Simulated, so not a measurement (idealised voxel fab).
Title: Process Module voxel spacer lines
The width of the displayed cross-section, cut, is 250 nm; its cells are square, with a size of 5 nm.
When this document writes out a cross-section, it uses a grid of square cells and lists it as bands, beginning at the top and moving down, with a band standing for one or more rows of cells. Basically the band line says how high the top is and how high the bottom is, in nm, and then what's in it from left to right, every material with its width in nm. Empty space shows up as "blank", and if a single material carries "everywhere" it runs the full band edge to edge. Heights are measured from 0, the level below which the as-received wafer is all one material; the lowest band has no bottom and continues downward, written as in "top 0, no bottom". The expression "30->40" gives the width at the extremes of the band, the first number at its top row of cells and the second at its bottom row, with the width changing by equal amounts from each row to the next in between. Given "nothing altered" for a step, no cell of the cross-section differs between before and after that step. This entry, "Enclosed internal voids", enumerates those empty regions of no fewer than 8 cells that possess no open connection to the top. Each region is reported in the form width x height at distance, the distance being taken from the left edge, with all three quantities expressed in nm. The remark found on a step's line after its settings is issued by the simulator itself and pertains to that step. overlay nm: where the mask lay relative to plan, measured to the right, on steps with a mask; negatives go left.
Steps planned for the process:
step 1: RECEIVE with material Si
step 2: CONFORMAL_DEP with material Al2O3, thk nm 10
step 3: DIRECTIONAL_DEP with material polySi, thk nm 15
step 4: DIRECTIONAL_DEP with material aC, thk nm 30
step 5: PATTERN with tone cover, mask id MANDREL, material resist, width nm 20, pitch nm 70, thk nm 40, overlay nm 0
step 6: DIRECTIONAL_ETCH with etch materials aC, depth nm 30
step 7: STRIP with etch materials resist
step 8: CONFORMAL_DEP with material SiN, thk nm 15
step 9: DIRECTIONAL_ETCH with etch materials SiN, depth nm 15
step 10: STRIP with etch materials aC
step 11: DIRECTIONAL_ETCH with etch materials polySi, depth nm 15
step 12: STRIP with etch materials SiN
step 13: FILL_DEP with material SiO2, thk nm 5
step 14: CMP with height nm 25
Of two wafers, the first: run according to plan:
As received (post step 1): cross-section:
* top 0, no bottom  Si everywhere
* Enclosed internal voids: none
Step 2 complete: cross-section through the wafer:
* top 10, bottom 0  Al2O3 everywhere
* Whatever lies below 0 is exactly as it was before.
Step 3 complete: cross-section through the wafer:
* top 25, bottom 10  polySi everywhere
* Whatever lies below 10 is exactly as it was before.
Step 4 complete: cross-section through the wafer:
* top 55, bottom 25  aC everywhere
* Whatever lies below 25 is exactly as it was before.
Step 5 complete: cross-section through the wafer:
* top 95, bottom 55  blank=80, then resist=20, then blank=50, then resist=20, then blank=80
* Whatever lies below 55 is exactly as it was before.
Step 6 complete: cross-section through the wafer:
* top 65, bottom 55  blank=80, then resist=20, then blank=50, then resist=20, then blank=80
* top 55, bottom 25  blank=80, then aC=20, then blank=50, then aC=20, then blank=80
* Whatever lies below 25 is exactly as it was before.
Step 7 complete: cross-section through the wafer:
* top 55, bottom 25  blank=80, then aC=20, then blank=50, then aC=20, then blank=80
* Whatever lies below 25 is exactly as it was before.
Step 8 complete: cross-section through the wafer:
* top 70, bottom 55  blank=65, then SiN=50, then blank=20, then SiN=50, then blank=65
* top 55, bottom 40  blank=65, then SiN=15, then aC=20, then SiN=15, then blank=20, then SiN=15, then aC=20, then SiN=15, then blank=65
* top 40, bottom 25  SiN=80, then aC=20, then SiN=50, then aC=20, then SiN=80
* Whatever lies below 25 is exactly as it was before.
Step 9 complete: cross-section through the wafer:
* top 55, bottom 25  blank=65, then SiN=15, then aC=20, then SiN=15, then blank=20, then SiN=15, then aC=20, then SiN=15, then blank=65
* Whatever lies below 25 is exactly as it was before.
Step 10 complete: cross-section through the wafer:
* top 55, bottom 25  blank=65, then SiN=15, then blank=20, then SiN=15, then blank=20, then SiN=15, then blank=20, then SiN=15, then blank=65
* Whatever lies below 25 is exactly as it was before.
Step 11 complete: cross-section through the wafer:
* top 55, bottom 25  blank=65, then SiN=15, then blank=20, then SiN=15, then blank=20, then SiN=15, then blank=20, then SiN=15, then blank=65
* top 25, bottom 10  blank=65, then polySi=15, then blank=20, then polySi=15, then blank=20, then polySi=15, then blank=20, then polySi=15, then blank=65
* Whatever lies below 10 is exactly as it was before.
Step 12 complete: cross-section through the wafer:
* top 25, bottom 10  blank=65, then polySi=15, then blank=20, then polySi=15, then blank=20, then polySi=15, then blank=20, then polySi=15, then blank=65
* Whatever lies below 10 is exactly as it was before.
Step 13 complete: cross-section through the wafer:
* top 30, bottom 25  SiO2 everywhere
* top 25, bottom 10  SiO2=65, then polySi=15, then SiO2=20, then polySi=15, then SiO2=20, then polySi=15, then SiO2=20, then polySi=15, then SiO2=65
* Whatever lies below 10 is exactly as it was before.
Step 14 complete: cross-section through the wafer:
* top 25, bottom 10  SiO2=65, then polySi=15, then SiO2=20, then polySi=15, then SiO2=20, then polySi=15, then SiO2=20, then polySi=15, then SiO2=65
* Whatever lies below 10 is exactly as it was before.
Here the second wafer is described. Its start and its plan were those of the first wafer. Its run contained one mistake. Up to and including step 11, it did exactly what the first wafer did:
What the second wafer looks like in cross-section when step 12 should have wrapped up: nothing altered
What the second wafer looks like in cross-section when step 13 should have wrapped up:
* top 60, bottom 55  SiO2 everywhere
* top 55, bottom 25  SiO2=65, then SiN=15, then SiO2=20, then SiN=15, then SiO2=20, then SiN=15, then SiO2=20, then SiN=15, then SiO2=65
* top 25, bottom 10  SiO2=65, then polySi=15, then SiO2=20, then polySi=15, then SiO2=20, then polySi=15, then SiO2=20, then polySi=15, then SiO2=65
* Whatever lies below 10 is exactly as it was before.
What the second wafer looks like in cross-section when step 14 should have wrapped up:
* top 25, bottom 10  SiO2=65, then polySi=15, then SiO2=20, then polySi=15, then SiO2=20, then polySi=15, then SiO2=20, then polySi=15, then SiO2=65
* Whatever lies below 10 is exactly as it was before.
Diagnosis: step 12 of the plan: omitted, not performed
Given identical final cross-sections on the two wafers, the mistake has no effect on any quantity computed by this model.
